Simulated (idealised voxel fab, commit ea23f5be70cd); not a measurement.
process module | voxel trench capacitor
cross-section cut | 165 nm wide | cells 5 nm
A cross-section is a grid of square cells, given in bands from the top down. A band is one or more rows of cells.
Each band's line starts with the height of the band's top and of its bottom, in nm. Then come its materials from left to right, each with its width in nm. One material with "throughout" fills the band from edge to edge. "air" is empty space.
Height 0 is the level under which the wafer as received is all one material. The lowest band goes on downwards, as in "0 down".
A width such as "30 to 40" changes by the same amount from each row of cells to the next, from the band's top row to its bottom row.
"no change" after a step means that no cell of the cross-section changed.
closed voids: empty space of 8 cells or more with no open way to the top, each as width x height at its distance from the left edge, in nm
after a step's settings: what the simulator itself notes on the step
overlay nm, on a step with a mask: how far to the right of its planned place the mask lay; to the left if negative
plan
1 op RECEIVE | material Si
2 op CONFORMAL_DEP | material SiN | thk nm 5
3 op PATTERN | tone open | mask id TRENCH | material resist | width nm 20 | pitch nm 45 | thk nm 15 | overlay nm 0
4 op DIRECTIONAL_ETCH | etch materials SiN | depth nm 5
5 op DIRECTIONAL_ETCH | etch materials Si | depth nm 25
6 op STRIP | etch materials resist
7 op CONFORMAL_DEP | material SiO2 | thk nm 5
8 op FILL_DEP | material polySi | thk nm 10
9 op CMP | height nm 5
as received, after step 1
  0 down: Si throughout
  closed voids: none
a wafer at the end: this start, this plan, one mistake
  5 to 0: polySi 50 | SiO2 5 | polySi 10 | SiO2 5 | polySi 25 | SiO2 5 | polySi 10 | SiO2 5 | polySi 50
  0 to -15: Si 50 | SiO2 5 | polySi 10 | SiO2 5 | Si 25 | SiO2 5 | polySi 10 | SiO2 5 | Si 50
  -15 to -20: Si 50 | SiO2 20 | Si 25 | SiO2 20 | Si 50
  -20 down: Si throughout
  closed voids: none
what went wrong: step 2 ran as: op CONFORMAL_DEP | material polySi | thk nm 5
